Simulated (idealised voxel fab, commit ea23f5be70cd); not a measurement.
A process module follows: voxel wiring stack.
Square cell edge 5 nm, section width 270 nm, ID cut.
The cross-sections in this document take the form of a grid made of square cells. They are written out as bands, in order from top to bottom. Each band consists of one or more rows of cells. First you get the band's top height and its bottom height, in nm, and then the materials it's made of, left to right, with each width in nm. If you see a single material with "all across", that one covers the band edge to edge. "blank" is empty space. Height is counted from the level 0, under which the received wafer is composed throughout of one material. The lowest of the bands is not closed at the bottom but continues downward, in the notation "0..down". Quick explanation for "30 to 40": the width changes in equal steps down the rows of cells, from the first number in the band's top row to the second number in its bottom row. For the purposes of this document, the phrase "no change occurred" attached to a step denotes that no cell within the cross-section was modified by that step. For the entry "Fully sealed cavities", the listed items are empty spaces with no open way to the top whose size is 8 cells or more; each item follows the pattern width x height at distance, where distance is from the left edge and all three are in nm. That trailing text on a step's line, after the settings, is the simulator's own remark on the step. "overlay nm" denotes, for a step that has a mask, the displacement of the mask to the right of its planned place, with negative values corresponding to the left.
The steps planned for the process are as follows:
1 RECEIVE: material Si
2 CONFORMAL_DEP: material SiO2, thk nm 15
3 CONFORMAL_DEP: material SiN, thk nm 5
4 DIRECTIONAL_DEP: material lowk, thk nm 25
5 DIRECTIONAL_DEP: material aC, thk nm 15
6 PATTERN: tone open, mask id METAL_1, material resist, width nm 30, pitch nm 50, thk nm 30, overlay nm 0
7 DIRECTIONAL_ETCH: etch materials aC, depth nm 15
8 STRIP: etch materials resist
9 DIRECTIONAL_ETCH: etch materials lowk, depth nm 25
10 DIRECTIONAL_ETCH: etch materials SiN, depth nm 5
11 STRIP: etch materials aC
12 CONFORMAL_DEP: material TiN, thk nm 5
13 FILL_DEP: material Cu, thk nm 10
14 CMP: height nm 45
15 CONFORMAL_DEP: material SiCN, thk nm 5
16 DIRECTIONAL_DEP: material SiO2, thk nm 15
17 DIRECTIONAL_DEP: material aC, thk nm 15
18 PATTERN: tone open, mask id PLUG_1, material resist, width nm 15, pitch nm 50, thk nm 30, overlay nm 0
19 DIRECTIONAL_ETCH: etch materials aC, depth nm 15
20 STRIP: etch materials resist
21 DIRECTIONAL_ETCH: etch materials SiO2, depth nm 15
22 DIRECTIONAL_ETCH: etch materials SiCN, depth nm 5
23 STRIP: etch materials aC
24 CONFORMAL_DEP: material TiN, thk nm 5
25 FILL_DEP: material W, thk nm 5
26 CMP: height nm 65
27 DIRECTIONAL_DEP: material TiN, thk nm 5
28 DIRECTIONAL_DEP: material Ru, thk nm 20
29 MASKED_ETCH: tone cover, mask id METAL_2, width nm 30, pitch nm 50, etch materials Ru, depth nm 20, overlay nm 0
30 MASKED_ETCH: tone cover, mask id METAL_2, width nm 30, pitch nm 50, etch materials TiN, depth nm 5, overlay nm 0
31 FILL_DEP: material lowk, thk nm 10
32 CMP: height nm 90
33 CONFORMAL_DEP: material SiCN, thk nm 5
34 DIRECTIONAL_DEP: material SiO2, thk nm 15
35 DIRECTIONAL_DEP: material aC, thk nm 15
36 PATTERN: tone open, mask id PLUG_2, material resist, width nm 15, thk nm 30, overlay nm 0
37 DIRECTIONAL_ETCH: etch materials aC, depth nm 15
38 STRIP: etch materials resist
39 DIRECTIONAL_ETCH: etch materials SiO2, depth nm 15
40 DIRECTIONAL_ETCH: etch materials SiCN, depth nm 5
41 STRIP: etch materials aC
42 CONFORMAL_DEP: material TiN, thk nm 5
43 FILL_DEP: material W, thk nm 5
44 CMP: height nm 110
45 DIRECTIONAL_DEP: material TiN, thk nm 5
46 DIRECTIONAL_DEP: material Ru, thk nm 15
47 PATTERN: tone cover, mask id METAL_3, material resist, width nm 30, pitch nm 50, thk nm 15, overlay nm 0
48 DIRECTIONAL_ETCH: etch materials Ru, depth nm 15
49 DIRECTIONAL_ETCH: etch materials TiN, depth nm 5
50 STRIP: etch materials resist
51 CONFORMAL_DEP: material SiCN, thk nm 5
52 FILL_DEP: material lowk, thk nm 10
53 CMP: height nm 130
54 CONFORMAL_DEP: material SiCN, thk nm 5
For clarity, it should be stated that the wafers under discussion commence in an identical condition and differ with respect to the width nm of step 18, the plan indicating the value that the first wafer had.
The first of several wafers, as received after step 1, seen in section:
> 0..down  Si all across
> Fully sealed cavities: none
Cross-section of the first of several wafers once the module has run through its last step, step 54:
> 135..130  SiCN all across
> 130..115  lowk: 90, then SiCN: 5, then Ru: 30, then SiCN: 5, then lowk: 10, then SiCN: 5, then Ru: 30, then SiCN: 5, then lowk: 90
> 115..110  SiCN: 95, then TiN: 30, then SiCN: 20, then TiN: 30, then SiCN: 95
> 110..95  SiO2: 95, then TiN: 5, then W: 5, then TiN: 5, then SiO2: 160
> 95..90  SiCN: 95, then TiN: 15, then SiCN: 160
> 90..70  lowk: 95, then Ru: 30, then lowk: 20, then Ru: 30, then lowk: 95
> 70..65  lowk: 95, then TiN: 30, then lowk: 20, then TiN: 30, then lowk: 95
> 65..50  SiO2: 95, then TiN: 5, then W: 5, then TiN: 5, then SiO2: 35, then TiN: 5, then W: 5, then TiN: 5, then SiO2: 110
> 50..45  SiCN: 95, then TiN: 15, then SiCN: 35, then TiN: 15, then SiCN: 110
> 45..20  lowk: 95, then TiN: 5, then Cu: 20, then TiN: 5, then lowk: 20, then TiN: 5, then Cu: 20, then TiN: 5, then lowk: 95
> 20..15  SiN: 95, then TiN: 30, then SiN: 20, then TiN: 30, then SiN: 95
> 15..0  SiO2 all across
> 0..down  Si all across
> Fully sealed cavities: none
Cross-section of the last wafer at end of module:
> 135..130  SiCN all across
> 130..115  lowk: 90, then SiCN: 5, then Ru: 30, then SiCN: 5, then lowk: 10, then SiCN: 5, then Ru: 30, then SiCN: 5, then lowk: 90
> 115..110  SiCN: 95, then TiN: 30, then SiCN: 20, then TiN: 30, then SiCN: 95
> 110..95  SiO2: 95, then TiN: 5, then W: 5, then TiN: 5, then SiO2: 160
> 95..90  SiCN: 95, then TiN: 15, then SiCN: 160
> 90..70  lowk: 95, then Ru: 30, then lowk: 20, then Ru: 30, then lowk: 95
> 70..65  lowk: 95, then TiN: 30, then lowk: 20, then TiN: 30, then lowk: 95
> 65..50  SiO2: 90, then TiN: 5, then W: 20, then TiN: 5, then SiO2: 20, then TiN: 5, then W: 20, then TiN: 5, then SiO2: 100
> 50..45  SiCN: 90, then TiN: 30, then SiCN: 20, then TiN: 30, then SiCN: 100
> 45..20  lowk: 95, then TiN: 5, then Cu: 20, then TiN: 5, then lowk: 20, then TiN: 5, then Cu: 20, then TiN: 5, then lowk: 95
> 20..15  SiN: 95, then TiN: 30, then SiN: 20, then TiN: 30, then SiN: 95
> 15..0  SiO2 all across
> 0..down  Si all across
> Fully sealed cavities: none
Per-wafer rows below. For each material: cells gained (+) or lost (-) since the wafer was received, as of end of module. Then: closed voids:
width nm 15 | +40 Cu | +84 Ru | +207 SiCN | +42 SiN | +459 SiO2 | +83 TiN | +9 W | +534 lowk | Fully sealed cavities: none
width nm 20 | +40 Cu | +84 Ru | +205 SiCN | +42 SiN | +453 SiO2 | +85 TiN | +15 W | +534 lowk | Fully sealed cavities: none
width nm 25 | +40 Cu | +84 Ru | +203 SiCN | +42 SiN | +447 SiO2 | +87 TiN | +21 W | +534 lowk | Fully sealed cavities: none
width nm 30 | +40 Cu | +84 Ru | +201 SiCN | +42 SiN | +441 SiO2 | +89 TiN | +27 W | +534 lowk | Fully sealed cavities: none
